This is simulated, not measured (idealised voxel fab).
The process module that follows is named voxel capacitor over wiring.
Each square cell in cross-section cut measures 5 nm, and the section as a whole is 240 nm wide.
In this document a cross-section is written as a grid of square cells. It is given as a series of bands, listed from the top down, and a band is one or more rows of cells. Per band: top height and bottom height in nm, followed by the left-to-right materials and their widths in nm; "full width" marks a single material spanning edge to edge, "air" marks empty space. For the purposes of this specification, 0 denotes the height below which the wafer in its as-received condition is composed wholly of one material, and the lowermost band, lacking a lower limit, extends downward without end, as expressed in "z 0 and below". Width "30 to 40": first value at the band's top row of cells, second value at its bottom row, equal change from row to row. It should be understood that the words "no change occurred", when stated for a given step, signify that the cross-section underwent no change in any of its cells during that step. Enclosed voids (no open way to top), threshold 8 cells or more, entry "Enclosed empty spaces", notation width x height at distance, distance from left edge, nm. The remark found on a step's line after its settings is issued by the simulator itself and pertains to that step. Steps that use a mask can have "overlay nm" on their line. It says how far the mask sat to the right of where it was meant to be. Negative means to the left.
**These are the steps we planned for the process**
| 1 | RECEIVE, material Si |
| 2 | CONFORMAL_DEP, material SiO2, thk nm 10 |
| 3 | DIRECTIONAL_DEP, material TiN, thk nm 5 |
| 4 | DIRECTIONAL_DEP, material W, thk nm 15 |
| 5 | DIRECTIONAL_DEP, material aC, thk nm 15 |
| 6 | PATTERN, tone cover, mask id METAL_1, material resist, width nm 20, pitch nm 70, thk nm 35, overlay nm 0 |
| 7 | DIRECTIONAL_ETCH, etch materials aC, depth nm 15 |
| 8 | STRIP, etch materials resist |
| 9 | DIRECTIONAL_ETCH, etch materials W, depth nm 15 |
| 10 | DIRECTIONAL_ETCH, etch materials TiN, depth nm 5 |
| 11 | STRIP, etch materials aC |
| 12 | FILL_DEP, material lowk, thk nm 5 |
| 13 | CMP, height nm 30 |
| 14 | CONFORMAL_DEP, material SiCN, thk nm 5 |
| 15 | DIRECTIONAL_DEP, material lowk, thk nm 10 |
| 16 | DIRECTIONAL_DEP, material aC, thk nm 10 |
| 17 | PATTERN, tone open, mask id PLUG_1, material resist, width nm 15, thk nm 30, overlay nm 0 |
| 18 | DIRECTIONAL_ETCH, etch materials aC, depth nm 10 |
| 19 | STRIP, etch materials resist |
| 20 | DIRECTIONAL_ETCH, etch materials lowk, depth nm 10 |
| 21 | DIRECTIONAL_ETCH, etch materials SiCN, depth nm 5 |
| 22 | STRIP, etch materials aC |
| 23 | CONFORMAL_DEP, material TiN, thk nm 5 |
| 24 | FILL_DEP, material W, thk nm 10 |
| 25 | CMP, height nm 45 |
| 26 | DIRECTIONAL_DEP, material TiN, thk nm 5 |
| 27 | DIRECTIONAL_DEP, material SiN, thk nm 5 |
| 28 | DIRECTIONAL_DEP, material TiN, thk nm 10 |
| 29 | DIRECTIONAL_DEP, material aC, thk nm 15 |
| 30 | PATTERN, tone cover, mask id UPPER_PLATE, material resist, width nm 55, thk nm 35, overlay nm 0 |
| 31 | DIRECTIONAL_ETCH, etch materials aC, depth nm 15 |
| 32 | STRIP, etch materials resist |
| 33 | DIRECTIONAL_ETCH, etch materials TiN, depth nm 10 |
| 34 | DIRECTIONAL_ETCH, etch materials SiN, depth nm 5 |
| 35 | STRIP, etch materials aC |
| 36 | PATTERN, tone cover, mask id LOWER_PLATE, material resist, width nm 65, thk nm 15, overlay nm 0 |
| 37 | DIRECTIONAL_ETCH, etch materials TiN, depth nm 5 |
| 38 | STRIP, etch materials resist |
| 39 | FILL_DEP, material SiO2, thk nm 15 |
| 40 | CMP, height nm 75 |
| 41 | PATTERN, tone open, mask id PLUG_2, material resist, width nm 15, thk nm 20, overlay nm 0 |
| 42 | DIRECTIONAL_ETCH, etch materials SiO2, depth nm 10 |
| 43 | STRIP, etch materials resist |
| 44 | CONFORMAL_DEP, material TiN, thk nm 5 |
| 45 | FILL_DEP, material Ru, thk nm 5 |
| 46 | CMP, height nm 75 |
| 47 | CONFORMAL_DEP, material SiCN, thk nm 5 |
**So this is the incoming wafer in cross-section - it's already been through step 1**
- z 0 and below  Si full width
- Enclosed empty spaces: none
**What the wafer looks like in cross-section after this module, when it starts as shown above and follows the plan above but one mistake is made in running it**
- z 80 to 75  SiCN full width
- z 75 to 70  SiO2 (90), TiN (5), Ru (5), TiN (5), SiO2 (135)
- z 70 to 65  SiO2 (90), TiN (15), SiO2 (135)
- z 65 to 55  SiO2 (80), TiN (55), SiO2 (105)
- z 55 to 50  SiO2 (80), SiN (55), SiO2 (105)
- z 50 to 45  SiO2 (75), TiN (65), SiO2 (100)
- z 45 to 35  lowk (80), TiN (5), W (5), TiN (5), lowk (145)
- z 35 to 30  SiCN (80), TiN (15), SiCN (145)
- z 30 to 15  lowk (75), W (20), lowk (50), W (20), lowk (75)
- z 15 to 10  lowk (75), TiN (20), lowk (50), TiN (20), lowk (75)
- z 10 to 0  SiCN full width
- z 0 and below  Si full width
- Enclosed empty spaces: none
What was the processing mistake? step 2 off recipe, ran as CONFORMAL_DEP, material SiCN, thk nm 10
